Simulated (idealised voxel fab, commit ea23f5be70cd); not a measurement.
Title: Process Module voxel gate over fins
The cross-section on display is named cut; it measures 150 nm wide, and its cells are 5 nm squares.
This document writes a cross-section as a grid whose cells are square, and gives it as bands, listed from the top down; one or more rows of cells form a band.
Quick guide to a band line: top height, bottom height (nm) up front; then every material left to right with its width in nm. Only one material and it's marked "full width"? Then it fills the band edge to edge. And "blank" just means empty space.
Heights are measured from 0, the level below which the as-received wafer is all one material; the lowest band has no bottom and continues downward, written as in "0 -> down".
The two numbers in a width such as "30 to 40" mark its ends across the band: the first belongs to the top row of cells, the second to the bottom row, and from each row to the next the width moves by the same amount.
No cell of the cross-section changed in a step that is given as "remained unchanged".
"Internal closed voids" specifies each empty space that is not open to the top and that occupies no fewer than 8 cells, using the form width x height at distance, the distance measured from the left edge and all three quantities in nm.
If you see something after the settings on a step's line, that's the simulator's own remark about that step.
A step's line can hold "overlay nm"; with a mask on that step, the setting says how far right of the planned place the mask lay, while a negative setting says it lay to the left.
-- Below is the list of planned process steps
step 1: op RECEIVE | material Si
step 2: op CONFORMAL_DEP | material SiN | thk nm 5
step 3: op DIRECTIONAL_DEP | material aC | thk nm 10
step 4: op PATTERN | tone cover | mask id FINS | material resist | width nm 15 | pitch nm 40 | thk nm 25 | overlay nm 0
step 5: op DIRECTIONAL_ETCH | etch materials aC | depth nm 10
step 6: op STRIP | etch materials resist
step 7: op DIRECTIONAL_ETCH | etch materials SiN | depth nm 5
step 8: op DIRECTIONAL_ETCH | etch materials Si | depth nm 30
step 9: op STRIP | etch materials aC
step 10: op FILL_DEP | material SiO2 | thk nm 10
step 11: op CMP | height nm 5
step 12: op SELECTIVE_ETCH | etch materials SiO2 | depth nm 15
step 13: op STRIP | etch materials SiN
step 14: op CONFORMAL_DEP | material HfO2 | thk nm 5
step 15: op CONFORMAL_DEP | material TiN | thk nm 5
step 16: op FILL_DEP | material W | thk nm 10
step 17: op CMP | height nm 15
step 18: op CONFORMAL_DEP | material SiN | thk nm 5
-- Run as planned: first of two wafers
-- Wafer at receipt (post step 1), cross-section
	0 -> down | Si full width
	Internal closed voids: none
-- Cross-section: wafer state after step 2
	5 -> 0 | SiN full width
	At heights below 0, the structure remains unaltered.
-- Cross-section: wafer state after step 3
	15 -> 5 | aC full width
	At heights below 5, the structure remains unaltered.
-- Cross-section: wafer state after step 4
	40 -> 15 | 45 nm blank  15 nm resist  25 nm blank  15 nm resist  50 nm blank
	At heights below 15, the structure remains unaltered.
-- Cross-section: wafer state after step 5
	30 -> 15 | 45 nm blank  15 nm resist  25 nm blank  15 nm resist  50 nm blank
	15 -> 5 | 45 nm blank  15 nm aC  25 nm blank  15 nm aC  50 nm blank
	At heights below 5, the structure remains unaltered.
-- Cross-section: wafer state after step 6
	15 -> 5 | 45 nm blank  15 nm aC  25 nm blank  15 nm aC  50 nm blank
	At heights below 5, the structure remains unaltered.
-- Cross-section: wafer state after step 7
	15 -> 5 | 45 nm blank  15 nm aC  25 nm blank  15 nm aC  50 nm blank
	5 -> 0 | 45 nm blank  15 nm SiN  25 nm blank  15 nm SiN  50 nm blank
	At heights below 0, the structure remains unaltered.
-- Cross-section: wafer state after step 8
	15 -> 5 | 45 nm blank  15 nm aC  25 nm blank  15 nm aC  50 nm blank
	5 -> 0 | 45 nm blank  15 nm SiN  25 nm blank  15 nm SiN  50 nm blank
	0 -> -30 | 45 nm blank  15 nm Si  25 nm blank  15 nm Si  50 nm blank
	At heights below -30, the structure remains unaltered.
-- Cross-section: wafer state after step 9
	5 -> 0 | 45 nm blank  15 nm SiN  25 nm blank  15 nm SiN  50 nm blank
	At heights below 0, the structure remains unaltered.
-- Cross-section: wafer state after step 10
	15 -> 5 | SiO2 full width
	5 -> 0 | 45 nm SiO2  15 nm SiN  25 nm SiO2  15 nm SiN  50 nm SiO2
	0 -> -30 | 45 nm SiO2  15 nm Si  25 nm SiO2  15 nm Si  50 nm SiO2
	At heights below -30, the structure remains unaltered.
-- Cross-section: wafer state after step 11
	5 -> 0 | 45 nm SiO2  15 nm SiN  25 nm SiO2  15 nm SiN  50 nm SiO2
	At heights below 0, the structure remains unaltered.
-- Cross-section: wafer state after step 12
	5 -> 0 | 45 nm blank  15 nm SiN  25 nm blank  15 nm SiN  50 nm blank
	0 -> -10 | 45 nm blank  15 nm Si  25 nm blank  15 nm Si  50 nm blank
	At heights below -10, the structure remains unaltered.
-- Cross-section: wafer state after step 13
	0 -> -10 | 45 nm blank  15 nm Si  25 nm blank  15 nm Si  50 nm blank
	At heights below -10, the structure remains unaltered.
-- Cross-section: wafer state after step 14
	5 -> 0 | 40 nm blank  25 nm HfO2  15 nm blank  25 nm HfO2  45 nm blank
	0 -> -5 | 40 nm blank  5 nm HfO2  15 nm Si  5 nm HfO2  15 nm blank  5 nm HfO2  15 nm Si  5 nm HfO2  45 nm blank
	-5 -> -10 | 45 nm HfO2  15 nm Si  25 nm HfO2  15 nm Si  50 nm HfO2
	At heights below -10, the structure remains unaltered.
-- Cross-section: wafer state after step 15
	10 -> 5 | 35 nm blank  35 nm TiN  5 nm blank  35 nm TiN  40 nm blank
	5 -> 0 | 35 nm blank  5 nm TiN  25 nm HfO2  5 nm TiN  5 nm blank  5 nm TiN  25 nm HfO2  5 nm TiN  40 nm blank
	0 -> -5 | 40 nm TiN  5 nm HfO2  15 nm Si  5 nm HfO2  15 nm TiN  5 nm HfO2  15 nm Si  5 nm HfO2  45 nm TiN
	At heights below -5, the structure remains unaltered.
-- Cross-section: wafer state after step 16
	20 -> 10 | W full width
	10 -> 5 | 35 nm W  35 nm TiN  5 nm W  35 nm TiN  40 nm W
	5 -> 0 | 35 nm W  5 nm TiN  25 nm HfO2  5 nm TiN  5 nm W  5 nm TiN  25 nm HfO2  5 nm TiN  40 nm W
	At heights below 0, the structure remains unaltered.
-- Cross-section: wafer state after step 17
	15 -> 10 | W full width
	At heights below 10, the structure remains unaltered.
-- Cross-section: wafer state after step 18
	20 -> 15 | SiN full width
	At heights below 15, the structure remains unaltered.
-- The second wafer began exactly as the first did and followed the same plan, but one mistake was made while running it; through step 9 inclusive, the two wafers are identical
-- Cross-section, second wafer, at the end time the plan gives for step 10
	15 -> 5 | aC full width
	5 -> 0 | 45 nm aC  15 nm SiN  25 nm aC  15 nm SiN  50 nm aC
	0 -> -30 | 45 nm aC  15 nm Si  25 nm aC  15 nm Si  50 nm aC
	At heights below -30, the structure remains unaltered.
-- Cross-section, second wafer, at the end time the plan gives for step 11
	5 -> 0 | 45 nm aC  15 nm SiN  25 nm aC  15 nm SiN  50 nm aC
	At heights below 0, the structure remains unaltered.
Cross-section, second wafer, at the end time the plan gives for step 12: remained unchanged
-- Cross-section, second wafer, at the end time the plan gives for step 13
	5 -> 0 | 45 nm aC  15 nm blank  25 nm aC  15 nm blank  50 nm aC
	At heights below 0, the structure remains unaltered.
-- Cross-section, second wafer, at the end time the plan gives for step 14
	10 -> 5 | 50 nm HfO2  5 nm blank  35 nm HfO2  5 nm blank  55 nm HfO2
	5 -> 0 | 45 nm aC  15 nm HfO2  25 nm aC  15 nm HfO2  50 nm aC
	At heights below 0, the structure remains unaltered.
-- Cross-section, second wafer, at the end time the plan gives for step 15
	15 -> 10 | TiN full width
	10 -> 5 | 50 nm HfO2  5 nm TiN  35 nm HfO2  5 nm TiN  55 nm HfO2
	At heights below 5, the structure remains unaltered.
-- Cross-section, second wafer, at the end time the plan gives for step 16
	25 -> 15 | W full width
	At heights below 15, the structure remains unaltered.
-- Cross-section, second wafer, at the end time the plan gives for step 17
	15 -> 10 | TiN full width
	At heights below 10, the structure remains unaltered.
-- Cross-section, second wafer, at the end time the plan gives for step 18
	20 -> 15 | SiN full width
	At heights below 15, the structure remains unaltered.
Short version of what went wrong: step 10 did not use the planned setting and instead ran as op FILL_DEP | material aC | thk nm 10
The second wafer ends with more or fewer cells of some materials than the first, per final count: HfO2 -4 | SiO2 -96 | TiN -6 | W -62 | aC +168
